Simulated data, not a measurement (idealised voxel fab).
Name of the process module below: voxel self aligned vias
The cross-section on display is named cut; it measures 190 nm wide, and its cells are 5 nm squares.
Notation: cross-section as square-cell grid; stated in bands, top first, going down; one or more cell rows per band. Quick guide to a band line: top height, bottom height (nm) up front; then every material left to right with its width in nm. Only one material and it's marked "everywhere"? Then it fills the band edge to edge. And "empty" just means empty space. We count height from 0. Below that, the starting wafer is all one material. The lowest band never ends at the bottom but goes on down; see "0..down" for how that is written. Note: "30 to 40" means the width goes from the first number (top row of the band) to the second number (bottom row) in equal steps per row of cells. "left unchanged" (step): cross-section cells unchanged, all of them. Closed-off voids of 8+ cells (no open route to the top) go in "Enclosed internal voids", written width x height at distance from the left edge, in nm. Post-settings text on a step line: simulator's own remark regarding the step. The line of a step may include "overlay nm". On a step with a mask, this value is how far to the right of its planned place the mask lay. A negative value means the mask lay to the left. Read the rest as pairs. Take the cross-section before one process step, then the cross-section after it, which shows only down to the lowest band that changed. Under the pair, find the step between them and its settings. Bear in mind that pairs may come from different runs of this module on the same starting wafer: link a pair to the pair above it only where its entry headed "Preceding state" says to.

PRECEDING STATE
* 0..down  Si everywhere
* Enclosed internal voids: none

AS PROCESSED
* 10..0  SiO2 everywhere
* Unchanged below 0.
* Enclosed internal voids: none
Relating the two cross-sections above, the step in between is CONFORMAL_DEP, material SiO2, thk nm 10

Preceding state: refer to the pair immediately above; the cross-section shown after its step is the state before this one.

AS PROCESSED
* 15..10  SiCN everywhere
* Unchanged below 10.
* Enclosed internal voids: none
Relating the two cross-sections above, the step in between is CONFORMAL_DEP, material SiCN, thk nm 5

Preceding state: refer to the pair immediately above; the cross-section shown after its step is the state before this one.

AS PROCESSED
* 45..15  lowk everywhere
* Unchanged below 15.
* Enclosed internal voids: none
Relating the two cross-sections above, the step in between is DIRECTIONAL_DEP, material lowk, thk nm 30

Preceding state: refer to the pair immediately above; the cross-section shown after its step is the state before this one.

AS PROCESSED
* 55..45  aC everywhere
* Unchanged below 45.
* Enclosed internal voids: none
Relating the two cross-sections above, the step in between is DIRECTIONAL_DEP, material aC, thk nm 10

Preceding state: refer to the pair immediately above; the cross-section shown after its step is the state before this one.

AS PROCESSED
* 80..55  40 of resist, 30 of empty, 50 of resist, 30 of empty, 40 of resist
* Unchanged below 55.
* Enclosed internal voids: none
Relating the two cross-sections above, the step in between is PATTERN, tone open, mask id LINES, material resist, width nm 30, pitch nm 80, thk nm 25, overlay nm 0

Preceding state: refer to the pair immediately above; the cross-section shown after its step is the state before this one.

AS PROCESSED
* 70..55  40 of resist, 30 of empty, 50 of resist, 30 of empty, 40 of resist
* 55..45  40 of aC, 30 of empty, 50 of aC, 30 of empty, 40 of aC
* Unchanged below 45.
* Enclosed internal voids: none
Relating the two cross-sections above, the step in between is DIRECTIONAL_ETCH, etch materials aC, depth nm 10

Preceding state: refer to the pair immediately above; the cross-section shown after its step is the state before this one.

AS PROCESSED
* 55..45  40 of aC, 30 of empty, 50 of aC, 30 of empty, 40 of aC
* Unchanged below 45.
* Enclosed internal voids: none
Relating the two cross-sections above, the step in between is STRIP, etch materials resist

Preceding state: refer to the pair immediately above; the cross-section shown after its step is the state before this one.

AS PROCESSED
* 55..45  40 of aC, 30 of empty, 50 of aC, 30 of empty, 40 of aC
* 45..15  40 of lowk, 30 of empty, 50 of lowk, 30 of empty, 40 of lowk
* Unchanged below 15.
* Enclosed internal voids: none
Relating the two cross-sections above, the step in between is DIRECTIONAL_ETCH, etch materials lowk, depth nm 30

Preceding state: refer to the pair immediately above; the cross-section shown after its step is the state before this one.

AS PROCESSED
* 45..15  40 of lowk, 30 of empty, 50 of lowk, 30 of empty, 40 of lowk
* Unchanged below 15.
* Enclosed internal voids: none
Relating the two cross-sections above, the step in between is STRIP, etch materials aC

Preceding state: refer to the pair immediately above; the cross-section shown after its step is the state before this one.

AS PROCESSED
* 50..45  45 of TiN, 20 of empty, 60 of TiN, 20 of empty, 45 of TiN
* 45..20  40 of lowk, 5 of TiN, 20 of empty, 5 of TiN, 50 of lowk, 5 of TiN, 20 of empty, 5 of TiN, 40 of lowk
* 20..15  40 of lowk, 30 of TiN, 50 of lowk, 30 of TiN, 40 of lowk
* Unchanged below 15.
* Enclosed internal voids: none
Relating the two cross-sections above, the step in between is CONFORMAL_DEP, material TiN, thk nm 5

Preceding state: refer to the pair immediately above; the cross-section shown after its step is the state before this one.

AS PROCESSED
* 55..50  Ru everywhere
* 50..45  45 of TiN, 20 of Ru, 60 of TiN, 20 of Ru, 45 of TiN
* 45..20  40 of lowk, 5 of TiN, 20 of Ru, 5 of TiN, 50 of lowk, 5 of TiN, 20 of Ru, 5 of TiN, 40 of lowk
* Unchanged below 20.
* Enclosed internal voids: none
Relating the two cross-sections above, the step in between is FILL_DEP, material Ru, thk nm 5

Preceding state: refer to the pair immediately above; the cross-section shown after its step is the state before this one.

AS PROCESSED
* 45..20  40 of lowk, 5 of TiN, 20 of Ru, 5 of TiN, 50 of lowk, 5 of TiN, 20 of Ru, 5 of TiN, 40 of lowk
* Unchanged below 20.
* Enclosed internal voids: none
Relating the two cross-sections above, the step in between is CMP, height nm 45

Preceding state: refer to the pair immediately above; the cross-section shown after its step is the state before this one.

AS PROCESSED
* 45..35  40 of lowk, 30 of empty, 50 of lowk, 30 of empty, 40 of lowk
* Unchanged below 35.
* Enclosed internal voids: none
Relating the two cross-sections above, the step in between is SELECTIVE_ETCH, etch materials W Ru TiN, depth nm 10

Preceding state: refer to the pair immediately above; the cross-section shown after its step is the state before this one.

AS PROCESSED
* 50..45  SiN everywhere
* 45..35  40 of lowk, 30 of SiN, 50 of lowk, 30 of SiN, 40 of lowk
* Unchanged below 35.
* Enclosed internal voids: none
Relating the two cross-sections above, the step in between is FILL_DEP, material SiN, thk nm 5

Preceding state: refer to the pair immediately above; the cross-section shown after its step is the state before this one.

AS PROCESSED
* 45..35  40 of lowk, 30 of SiN, 50 of lowk, 30 of SiN, 40 of lowk
* Unchanged below 35.
* Enclosed internal voids: none
Relating the two cross-sections above, the step in between is CMP, height nm 45

Preceding state: refer to the pair immediately above; the cross-section shown after its step is the state before this one.

AS PROCESSED
* 65..45  lowk everywhere
* Unchanged below 45.
* Enclosed internal voids: none
Relating the two cross-sections above, the step in between is DIRECTIONAL_DEP, material lowk, thk nm 20

Preceding state: refer to the pair immediately above; the cross-section shown after its step is the state before this one.

AS PROCESSED
* 75..65  aC everywhere
* Unchanged below 65.
* Enclosed internal voids: none
Relating the two cross-sections above, the step in between is DIRECTIONAL_DEP, material aC, thk nm 10

Preceding state: refer to the pair immediately above; the cross-section shown after its step is the state before this one.

AS PROCESSED
* 100..75  30 of resist, 50 of empty, 30 of resist, 50 of empty, 30 of resist
* Unchanged below 75.
* Enclosed internal voids: none
Relating the two cross-sections above, the step in between is PATTERN, tone open, mask id VIAS, material resist, width nm 50, pitch nm 80, thk nm 25, overlay nm 0

Preceding state: refer to the pair immediately above; the cross-section shown after its step is the state before this one.

AS PROCESSED
* 90..75  30 of resist, 50 of empty, 30 of resist, 50 of empty, 30 of resist
* 75..65  30 of aC, 50 of empty, 30 of aC, 50 of empty, 30 of aC
* Unchanged below 65.
* Enclosed internal voids: none
Relating the two cross-sections above, the step in between is DIRECTIONAL_ETCH, etch materials aC, depth nm 10

Preceding state: refer to the pair immediately above; the cross-section shown after its step is the state before this one.

AS PROCESSED
* 75..65  30 of aC, 50 of empty, 30 of aC, 50 of empty, 30 of aC
* Unchanged below 65.
* Enclosed internal voids: none
Relating the two cross-sections above, the step in between is STRIP, etch materials resist

Preceding state: refer to the pair immediately above; the cross-section shown after its step is the state before this one.

AS PROCESSED
* 75..65  30 of aC, 50 of empty, 30 of aC, 50 of empty, 30 of aC
* 65..45  30 of lowk, 50 of empty, 30 of lowk, 50 of empty, 30 of lowk
* Unchanged below 45.
* Enclosed internal voids: none
Relating the two cross-sections above, the step in between is DIRECTIONAL_ETCH, etch materials lowk, depth nm 20

Preceding state: refer to the pair immediately above; the cross-section shown after its step is the state before this one.

AS PROCESSED
* 75..65  30 of aC, 50 of empty, 30 of aC, 50 of empty, 30 of aC
* 65..45  30 of lowk, 50 of empty, 30 of lowk, 50 of empty, 30 of lowk
* 45..35  40 of lowk, 30 of empty, 50 of lowk, 30 of empty, 40 of lowk
* Unchanged below 35.
* Enclosed internal voids: none
Relating the two cross-sections above, the step in between is DIRECTIONAL_ETCH, etch materials SiN, depth nm 10

Preceding state: refer to the pair immediately above; the cross-section shown after its step is the state before this one.

AS PROCESSED
* 65..45  30 of lowk, 50 of empty, 30 of lowk, 50 of empty, 30 of lowk
* Unchanged below 45.
* Enclosed internal voids: none
Relating the two cross-sections above, the step in between is STRIP, etch materials aC

Preceding state: refer to the pair immediately above; the cross-section shown after its step is the state before this one.

AS PROCESSED
* 70..65  35 of TiN, 40 of empty, 40 of TiN, 40 of empty, 35 of TiN
* 65..50  30 of lowk, 5 of TiN, 40 of empty, 5 of TiN, 30 of lowk, 5 of TiN, 40 of empty, 5 of TiN, 30 of lowk
* 50..40  30 to 40 of lowk, 15 to 5 of TiN, 20 of empty, 15 to 5 of TiN, 30 to 50 of lowk, 15 to 5 of TiN, 20 of empty, 15 to 5 of TiN, 30 to 40 of lowk
* 40..35  40 of lowk, 30 of TiN, 50 of lowk, 30 of TiN, 40 of lowk
* Unchanged below 35.
* Enclosed internal voids: none
Relating the two cross-sections above, the step in between is CONFORMAL_DEP, material TiN, thk nm 5

Preceding state: refer to the pair immediately above; the cross-section shown after its step is the state before this one.

AS PROCESSED
* 75..70  W everywhere
* 70..65  35 of TiN, 40 of W, 40 of TiN, 40 of W, 35 of TiN
* 65..50  30 of lowk, 5 of TiN, 40 of W, 5 of TiN, 30 of lowk, 5 of TiN, 40 of W, 5 of TiN, 30 of lowk
* 50..40  30 to 40 of lowk, 15 to 5 of TiN, 20 of W, 15 to 5 of TiN, 30 to 50 of lowk, 15 to 5 of TiN, 20 of W, 15 to 5 of TiN, 30 to 40 of lowk
* Unchanged below 40.
* Enclosed internal voids: none
Relating the two cross-sections above, the step in between is FILL_DEP, material W, thk nm 5

Preceding state: refer to the pair immediately above; the cross-section shown after its step is the state before this one.

AS PROCESSED
* 65..50  30 of lowk, 5 of TiN, 40 of W, 5 of TiN, 30 of lowk, 5 of TiN, 40 of W, 5 of TiN, 30 of lowk
* Unchanged below 50.
* Enclosed internal voids: none
Relating the two cross-sections above, the step in between is CMP, height nm 65

Preceding state: refer to the pair immediately above; the cross-section shown after its step is the state before this one.

AS PROCESSED
* 70..65  SiCN everywhere
* Unchanged below 65.
* Enclosed internal voids: none
Relating the two cross-sections above, the step in between is CONFORMAL_DEP, material SiCN, thk nm 5

PRECEDING STATE
* 10..0  SiO2 everywhere
* 0..down  Si everywhere
* Enclosed internal voids: none

AS PROCESSED
* 40..10  lowk everywhere
* Unchanged below 10.
* Enclosed internal voids: none
Relating the two cross-sections above, the step in between is DIRECTIONAL_DEP, material lowk, thk nm 30

Preceding state: refer to the pair immediately above; the cross-section shown after its step is the state before this one.

AS PROCESSED
* 50..40  aC everywhere
* Unchanged below 40.
* Enclosed internal voids: none
Relating the two cross-sections above, the step in between is DIRECTIONAL_DEP, material aC, thk nm 10

Preceding state: refer to the pair immediately above; the cross-section shown after its step is the state before this one.

AS PROCESSED
* 75..50  40 of resist, 30 of empty, 50 of resist, 30 of empty, 40 of resist
* Unchanged below 50.
* Enclosed internal voids: none
Relating the two cross-sections above, the step in between is PATTERN, tone open, mask id LINES, material resist, width nm 30, pitch nm 80, thk nm 25, overlay nm 0

Preceding state: refer to the pair immediately above; the cross-section shown after its step is the state before this one.

AS PROCESSED
* 65..50  40 of resist, 30 of empty, 50 of resist, 30 of empty, 40 of resist
* 50..40  40 of aC, 30 of empty, 50 of aC, 30 of empty, 40 of aC
* Unchanged below 40.
* Enclosed internal voids: none
Relating the two cross-sections above, the step in between is DIRECTIONAL_ETCH, etch materials aC, depth nm 10

Preceding state: refer to the pair immediately above; the cross-section shown after its step is the state before this one.

AS PROCESSED
* 50..40  40 of aC, 30 of empty, 50 of aC, 30 of empty, 40 of aC
* Unchanged below 40.
* Enclosed internal voids: none
Relating the two cross-sections above, the step in between is STRIP, etch materials resist

Preceding state: refer to the pair immediately above; the cross-section shown after its step is the state before this one.

AS PROCESSED
* 50..40  40 of aC, 30 of empty, 50 of aC, 30 of empty, 40 of aC
* 40..10  40 of lowk, 30 of empty, 50 of lowk, 30 of empty, 40 of lowk
* Unchanged below 10.
* Enclosed internal voids: none
Relating the two cross-sections above, the step in between is DIRECTIONAL_ETCH, etch materials lowk, depth nm 30

Preceding state: refer to the pair immediately above; the cross-section shown after its step is the state before this one.

AS PROCESSED
* 40..10  40 of lowk, 30 of empty, 50 of lowk, 30 of empty, 40 of lowk
* Unchanged below 10.
* Enclosed internal voids: none
Relating the two cross-sections above, the step in between is STRIP, etch materials aC

Preceding state: refer to the pair immediately above; the cross-section shown after its step is the state before this one.

AS PROCESSED
* 45..40  45 of TiN, 20 of empty, 60 of TiN, 20 of empty, 45 of TiN
* 40..15  40 of lowk, 5 of TiN, 20 of empty, 5 of TiN, 50 of lowk, 5 of TiN, 20 of empty, 5 of TiN, 40 of lowk
* 15..10  40 of lowk, 30 of TiN, 50 of lowk, 30 of TiN, 40 of lowk
* Unchanged below 10.
* Enclosed internal voids: none
Relating the two cross-sections above, the step in between is CONFORMAL_DEP, material TiN, thk nm 5

Preceding state: refer to the pair immediately above; the cross-section shown after its step is the state before this one.

AS PROCESSED
* 50..45  Ru everywhere
* 45..40  45 of TiN, 20 of Ru, 60 of TiN, 20 of Ru, 45 of TiN
* 40..15  40 of lowk, 5 of TiN, 20 of Ru, 5 of TiN, 50 of lowk, 5 of TiN, 20 of Ru, 5 of TiN, 40 of lowk
* Unchanged below 15.
* Enclosed internal voids: none
Relating the two cross-sections above, the step in between is FILL_DEP, material Ru, thk nm 5

Preceding state: refer to the pair immediately above; the cross-section shown after its step is the state before this one.

AS PROCESSED
* 45..40  45 of TiN, 20 of Ru, 60 of TiN, 20 of Ru, 45 of TiN
* Unchanged below 40.
* Enclosed internal voids: none
Relating the two cross-sections above, the step in between is CMP, height nm 45

Preceding state: refer to the pair immediately above; the cross-section shown after its step is the state before this one.

AS PROCESSED
* 40..35  40 of lowk, 30 of empty, 50 of lowk, 30 of empty, 40 of lowk
* Unchanged below 35.
* Enclosed internal voids: none
Relating the two cross-sections above, the step in between is SELECTIVE_ETCH, etch materials W Ru TiN, depth nm 10

Preceding state: refer to the pair immediately above; the cross-section shown after its step is the state before this one.

AS PROCESSED
* 45..40  SiN everywhere
* 40..35  40 of lowk, 30 of SiN, 50 of lowk, 30 of SiN, 40 of lowk
* Unchanged below 35.
* Enclosed internal voids: none
Relating the two cross-sections above, the step in between is FILL_DEP, material SiN, thk nm 5

Preceding state: refer to the pair immediately above; the cross-section shown after its step is the state before this one.

AS PROCESSED
* 65..45  lowk everywhere
* Unchanged below 45.
* Enclosed internal voids: none
Relating the two cross-sections above, the step in between is DIRECTIONAL_DEP, material lowk, thk nm 20

Preceding state: refer to the pair immediately above; the cross-section shown after its step is the state before this one.

AS PROCESSED
* 75..65  aC everywhere
* Unchanged below 65.
* Enclosed internal voids: none
Relating the two cross-sections above, the step in between is DIRECTIONAL_DEP, material aC, thk nm 10

Preceding state: refer to the pair immediately above; the cross-section shown after its step is the state before this one.

AS PROCESSED
* 100..75  30 of resist, 50 of empty, 30 of resist, 50 of empty, 30 of resist
* Unchanged below 75.
* Enclosed internal voids: none
Relating the two cross-sections above, the step in between is PATTERN, tone open, mask id VIAS, material resist, width nm 50, pitch nm 80, thk nm 25, overlay nm 0

Preceding state: refer to the pair immediately above; the cross-section shown after its step is the state before this one.

AS PROCESSED
* 90..75  30 of resist, 50 of empty, 30 of resist, 50 of empty, 30 of resist
* 75..65  30 of aC, 50 of empty, 30 of aC, 50 of empty, 30 of aC
* Unchanged below 65.
* Enclosed internal voids: none
Relating the two cross-sections above, the step in between is DIRECTIONAL_ETCH, etch materials aC, depth nm 10

Preceding state: refer to the pair immediately above; the cross-section shown after its step is the state before this one.

AS PROCESSED
* 75..65  30 of aC, 50 of empty, 30 of aC, 50 of empty, 30 of aC
* Unchanged below 65.
* Enclosed internal voids: none
Relating the two cross-sections above, the step in between is STRIP, etch materials resist

Preceding state: refer to the pair immediately above; the cross-section shown after its step is the state before this one.

AS PROCESSED
* 75..65  30 of aC, 50 of empty, 30 of aC, 50 of empty, 30 of aC
* 65..45  30 of lowk, 50 of empty, 30 of lowk, 50 of empty, 30 of lowk
* Unchanged below 45.
* Enclosed internal voids: none
Relating the two cross-sections above, the step in between is DIRECTIONAL_ETCH, etch materials lowk, depth nm 20

Preceding state: refer to the pair immediately above; the cross-section shown after its step is the state before this one.

AS PROCESSED
* 75..65  30 of aC, 50 of empty, 30 of aC, 50 of empty, 30 of aC
* 65..45  30 of lowk, 50 of empty, 30 of lowk, 50 of empty, 30 of lowk
* 45..40  30 of SiN, 50 of empty, 30 of SiN, 50 of empty, 30 of SiN
* 40..35  40 of lowk, 30 of empty, 50 of lowk, 30 of empty, 40 of lowk
* Unchanged below 35.
* Enclosed internal voids: none
Relating the two cross-sections above, the step in between is DIRECTIONAL_ETCH, etch materials SiN, depth nm 10

Preceding state: refer to the pair immediately above; the cross-section shown after its step is the state before this one.

AS PROCESSED
* 65..45  30 of lowk, 50 of empty, 30 of lowk, 50 of empty, 30 of lowk
* Unchanged below 45.
* Enclosed internal voids: none
Relating the two cross-sections above, the step in between is STRIP, etch materials aC

Preceding state: refer to the pair immediately above; the cross-section shown after its step is the state before this one.

AS PROCESSED
* 70..65  35 of TiN, 40 of empty, 40 of TiN, 40 of empty, 35 of TiN
* 65..45  30 of lowk, 5 of TiN, 40 of empty, 5 of TiN, 30 of lowk, 5 of TiN, 40 of empty, 5 of TiN, 30 of lowk
* 45..40  30 of SiN, 15 of TiN, 20 of empty, 15 of TiN, 30 of SiN, 15 of TiN, 20 of empty, 15 of TiN, 30 of SiN
* 40..35  40 of lowk, 30 of TiN, 50 of lowk, 30 of TiN, 40 of lowk
* Unchanged below 35.
* Enclosed internal voids: none
Relating the two cross-sections above, the step in between is CONFORMAL_DEP, material TiN, thk nm 5

Preceding state: refer to the pair immediately above; the cross-section shown after its step is the state before this one.

AS PROCESSED
* 75..70  W everywhere
* 70..65  35 of TiN, 40 of W, 40 of TiN, 40 of W, 35 of TiN
* 65..45  30 of lowk, 5 of TiN, 40 of W, 5 of TiN, 30 of lowk, 5 of TiN, 40 of W, 5 of TiN, 30 of lowk
* 45..40  30 of SiN, 15 of TiN, 20 of W, 15 of TiN, 30 of SiN, 15 of TiN, 20 of W, 15 of TiN, 30 of SiN
* Unchanged below 40.
* Enclosed internal voids: none
Relating the two cross-sections above, the step in between is FILL_DEP, material W, thk nm 5

Preceding state: refer to the pair immediately above; the cross-section shown after its step is the state before this one.

AS PROCESSED
* 65..45  30 of lowk, 5 of TiN, 40 of W, 5 of TiN, 30 of lowk, 5 of TiN, 40 of W, 5 of TiN, 30 of lowk
* Unchanged below 45.
* Enclosed internal voids: none
Relating the two cross-sections above, the step in between is CMP, height nm 65

Preceding state: refer to the pair immediately above; the cross-section shown after its step is the state before this one.

AS PROCESSED
* 70..65  SiCN everywhere
* Unchanged below 65.
* Enclosed internal voids: none
Relating the two cross-sections above, the step in between is CONFORMAL_DEP, material SiCN, thk nm 5

PRECEDING STATE
* 75..65  30 of aC, 50 of empty, 30 of aC, 50 of empty, 30 of aC
* 65..45  30 of lowk, 50 of empty, 30 of lowk, 50 of empty, 30 of lowk
* 45..35  40 of lowk, 30 of SiN, 50 of lowk, 30 of SiN, 40 of lowk
* 35..20  40 of lowk, 5 of TiN, 20 of Ru, 5 of TiN, 50 of lowk, 5 of TiN, 20 of Ru, 5 of TiN, 40 of lowk
* 20..15  40 of lowk, 30 of TiN, 50 of lowk, 30 of TiN, 40 of lowk
* 15..10  SiCN everywhere
* 10..0  SiO2 everywhere
* 0..down  Si everywhere
* Enclosed internal voids: none

AS PROCESSED
* 75..65  30 of aC, 50 of empty, 30 of aC, 50 of empty, 30 of aC
* 65..45  30 of lowk, 50 of empty, 30 of lowk, 50 of empty, 30 of lowk
* 45..35  30 of lowk, 10 of empty, 30 of SiN, 10 of empty, 30 of lowk, 10 of empty, 30 of SiN, 10 of empty, 30 of lowk
* 35..25  30 of lowk, 10 of empty, 5 of TiN, 20 of Ru, 5 of TiN, 10 of empty, 30 of lowk, 10 of empty, 5 of TiN, 20 of Ru, 5 of TiN, 10 of empty, 30 of lowk
* Unchanged below 25.
* Enclosed internal voids: none
Relating the two cross-sections above, the step in between is DIRECTIONAL_ETCH, etch materials lowk, depth nm 20

Preceding state: refer to the pair immediately above; the cross-section shown after its step is the state before this one.

AS PROCESSED
* 75..65  30 of aC, 50 of empty, 30 of aC, 50 of empty, 30 of aC
* 65..35  30 of lowk, 50 of empty, 30 of lowk, 50 of empty, 30 of lowk
* Unchanged below 35.
* Enclosed internal voids: none
Relating the two cross-sections above, the step in between is DIRECTIONAL_ETCH, etch materials SiN, depth nm 10

Preceding state: refer to the pair immediately above; the cross-section shown after its step is the state before this one.

AS PROCESSED
* 65..35  30 of lowk, 50 of empty, 30 of lowk, 50 of empty, 30 of lowk
* Unchanged below 35.
* Enclosed internal voids: none
Relating the two cross-sections above, the step in between is STRIP, etch materials aC

Preceding state: refer to the pair immediately above; the cross-section shown after its step is the state before this one.

AS PROCESSED
* 70..65  35 of TiN, 40 of empty, 40 of TiN, 40 of empty, 35 of TiN
* 65..40  30 of lowk, 5 of TiN, 40 of empty, 5 of TiN, 30 of lowk, 5 of TiN, 40 of empty, 5 of TiN, 30 of lowk
* 40..35  30 of lowk, 50 of TiN, 30 of lowk, 50 of TiN, 30 of lowk
* 35..25  30 of lowk, 15 of TiN, 20 of Ru, 15 of TiN, 30 of lowk, 15 of TiN, 20 of Ru, 15 of TiN, 30 of lowk
* Unchanged below 25.
* Enclosed internal voids: none
Relating the two cross-sections above, the step in between is CONFORMAL_DEP, material TiN, thk nm 5

Preceding state: refer to the pair immediately above; the cross-section shown after its step is the state before this one.

AS PROCESSED
* 75..70  W everywhere
* 70..65  35 of TiN, 40 of W, 40 of TiN, 40 of W, 35 of TiN
* 65..40  30 of lowk, 5 of TiN, 40 of W, 5 of TiN, 30 of lowk, 5 of TiN, 40 of W, 5 of TiN, 30 of lowk
* Unchanged below 40.
* Enclosed internal voids: none
Relating the two cross-sections above, the step in between is FILL_DEP, material W, thk nm 5

Preceding state: refer to the pair immediately above; the cross-section shown after its step is the state before this one.

AS PROCESSED
* 65..40  30 of lowk, 5 of TiN, 40 of W, 5 of TiN, 30 of lowk, 5 of TiN, 40 of W, 5 of TiN, 30 of lowk
* Unchanged below 40.
* Enclosed internal voids: none
Relating the two cross-sections above, the step in between is CMP, height nm 65

Preceding state: refer to the pair immediately above; the cross-section shown after its step is the state before this one.

AS PROCESSED
* 70..65  SiCN everywhere
* Unchanged below 65.
* Enclosed internal voids: none
Relating the two cross-sections above, the step in between is CONFORMAL_DEP, material SiCN, thk nm 5

PRECEDING STATE
* 0..down  Si everywhere
* Enclosed internal voids: none

AS PROCESSED
* 5..0  SiCN everywhere
* Unchanged below 0.
* Enclosed internal voids: none
Relating the two cross-sections above, the step in between is CONFORMAL_DEP, material SiCN, thk nm 5

Preceding state: refer to the pair immediately above; the cross-section shown after its step is the state before this one.

AS PROCESSED
* 15..5  SiO2 everywhere
* Unchanged below 5.
* Enclosed internal voids: none
Relating the two cross-sections above, the step in between is CONFORMAL_DEP, material SiO2, thk nm 10

Preceding state: refer to the pair immediately above; the cross-section shown after its step is the state before this one.

AS PROCESSED
* 45..15  lowk everywhere
* Unchanged below 15.
* Enclosed internal voids: none
Relating the two cross-sections above, the step in between is DIRECTIONAL_DEP, material lowk, thk nm 30

Preceding state: refer to the pair immediately above; the cross-section shown after its step is the state before this one.

AS PROCESSED
* 55..45  aC everywhere
* Unchanged below 45.
* Enclosed internal voids: none
Relating the two cross-sections above, the step in between is DIRECTIONAL_DEP, material aC, thk nm 10

Preceding state: refer to the pair immediately above; the cross-section shown after its step is the state before this one.

AS PROCESSED
* 80..55  40 of resist, 30 of empty, 50 of resist, 30 of empty, 40 of resist
* Unchanged below 55.
* Enclosed internal voids: none
Relating the two cross-sections above, the step in between is PATTERN, tone open, mask id LINES, material resist, width nm 30, pitch nm 80, thk nm 25, overlay nm 0

Preceding state: refer to the pair immediately above; the cross-section shown after its step is the state before this one.

AS PROCESSED
* 70..55  40 of resist, 30 of empty, 50 of resist, 30 of empty, 40 of resist
* 55..45  40 of aC, 30 of empty, 50 of aC, 30 of empty, 40 of aC
* Unchanged below 45.
* Enclosed internal voids: none
Relating the two cross-sections above, the step in between is DIRECTIONAL_ETCH, etch materials aC, depth nm 10

Preceding state: refer to the pair immediately above; the cross-section shown after its step is the state before this one.

AS PROCESSED
* 55..45  40 of aC, 30 of empty, 50 of aC, 30 of empty, 40 of aC
* Unchanged below 45.
* Enclosed internal voids: none
Relating the two cross-sections above, the step in between is STRIP, etch materials resist

Preceding state: refer to the pair immediately above; the cross-section shown after its step is the state before this one.

AS PROCESSED
* 55..45  40 of aC, 30 of empty, 50 of aC, 30 of empty, 40 of aC
* 45..15  40 of lowk, 30 of empty, 50 of lowk, 30 of empty, 40 of lowk
* Unchanged below 15.
* Enclosed internal voids: none
Relating the two cross-sections above, the step in between is DIRECTIONAL_ETCH, etch materials lowk, depth nm 30

Preceding state: refer to the pair immediately above; the cross-section shown after its step is the state before this one.

AS PROCESSED
* 45..15  40 of lowk, 30 of empty, 50 of lowk, 30 of empty, 40 of lowk
* Unchanged below 15.
* Enclosed internal voids: none
Relating the two cross-sections above, the step in between is STRIP, etch materials aC

Preceding state: refer to the pair immediately above; the cross-section shown after its step is the state before this one.

AS PROCESSED
* 50..45  45 of TiN, 20 of empty, 60 of TiN, 20 of empty, 45 of TiN
* 45..20  40 of lowk, 5 of TiN, 20 of empty, 5 of TiN, 50 of lowk, 5 of TiN, 20 of empty, 5 of TiN, 40 of lowk
* 20..15  40 of lowk, 30 of TiN, 50 of lowk, 30 of TiN, 40 of lowk
* Unchanged below 15.
* Enclosed internal voids: none
Relating the two cross-sections above, the step in between is CONFORMAL_DEP, material TiN, thk nm 5

Preceding state: refer to the pair immediately above; the cross-section shown after its step is the state before this one.

AS PROCESSED
* 55..50  Ru everywhere
* 50..45  45 of TiN, 20 of Ru, 60 of TiN, 20 of Ru, 45 of TiN
* 45..20  40 of lowk, 5 of TiN, 20 of Ru, 5 of TiN, 50 of lowk, 5 of TiN, 20 of Ru, 5 of TiN, 40 of lowk
* Unchanged below 20.
* Enclosed internal voids: none
Relating the two cross-sections above, the step in between is FILL_DEP, material Ru, thk nm 5

Preceding state: refer to the pair immediately above; the cross-section shown after its step is the state before this one.

AS PROCESSED
* 45..20  40 of lowk, 5 of TiN, 20 of Ru, 5 of TiN, 50 of lowk, 5 of TiN, 20 of Ru, 5 of TiN, 40 of lowk
* Unchanged below 20.
* Enclosed internal voids: none
Relating the two cross-sections above, the step in between is CMP, height nm 45

Preceding state: refer to the pair immediately above; the cross-section shown after its step is the state before this one.

AS PROCESSED
* 45..35  40 of lowk, 30 of empty, 50 of lowk, 30 of empty, 40 of lowk
* Unchanged below 35.
* Enclosed internal voids: none
Relating the two cross-sections above, the step in between is SELECTIVE_ETCH, etch materials W Ru TiN, depth nm 10

Preceding state: refer to the pair immediately above; the cross-section shown after its step is the state before this one.

AS PROCESSED
* 50..45  SiN everywhere
* 45..35  40 of lowk, 30 of SiN, 50 of lowk, 30 of SiN, 40 of lowk
* Unchanged below 35.
* Enclosed internal voids: none
Relating the two cross-sections above, the step in between is FILL_DEP, material SiN, thk nm 5

Preceding state: refer to the pair immediately above; the cross-section shown after its step is the state before this one.

AS PROCESSED
* 45..35  40 of lowk, 30 of SiN, 50 of lowk, 30 of SiN, 40 of lowk
* Unchanged below 35.
* Enclosed internal voids: none
Relating the two cross-sections above, the step in between is CMP, height nm 45

Preceding state: refer to the pair immediately above; the cross-section shown after its step is the state before this one.

AS PROCESSED
* 65..45  lowk everywhere
* Unchanged below 45.
* Enclosed internal voids: none
Relating the two cross-sections above, the step in between is DIRECTIONAL_DEP, material lowk, thk nm 20

Preceding state: refer to the pair immediately above; the cross-section shown after its step is the state before this one.

AS PROCESSED
* 75..65  aC everywhere
* Unchanged below 65.
* Enclosed internal voids: none
Relating the two cross-sections above, the step in between is DIRECTIONAL_DEP, material aC, thk nm 10

Preceding state: refer to the pair immediately above; the cross-section shown after its step is the state before this one.

AS PROCESSED
* 100..75  30 of resist, 50 of empty, 30 of resist, 50 of empty, 30 of resist
* Unchanged below 75.
* Enclosed internal voids: none
Relating the two cross-sections above, the step in between is PATTERN, tone open, mask id VIAS, material resist, width nm 50, pitch nm 80, thk nm 25, overlay nm 0

Preceding state: refer to the pair immediately above; the cross-section shown after its step is the state before this one.

AS PROCESSED
* 90..75  30 of resist, 50 of empty, 30 of resist, 50 of empty, 30 of resist
* 75..65  30 of aC, 50 of empty, 30 of aC, 50 of empty, 30 of aC
* Unchanged below 65.
* Enclosed internal voids: none
Relating the two cross-sections above, the step in between is DIRECTIONAL_ETCH, etch materials aC, depth nm 10

Preceding state: refer to the pair immediately above; the cross-section shown after its step is the state before this one.

AS PROCESSED
* 75..65  30 of aC, 50 of empty, 30 of aC, 50 of empty, 30 of aC
* Unchanged below 65.
* Enclosed internal voids: none
Relating the two cross-sections above, the step in between is STRIP, etch materials resist

Preceding state: refer to the pair immediately above; the cross-section shown after its step is the state before this one.

AS PROCESSED
* 75..65  30 of aC, 50 of empty, 30 of aC, 50 of empty, 30 of aC
* 65..45  30 of lowk, 50 of empty, 30 of lowk, 50 of empty, 30 of lowk
* Unchanged below 45.
* Enclosed internal voids: none
Relating the two cross-sections above, the step in between is DIRECTIONAL_ETCH, etch materials lowk, depth nm 20
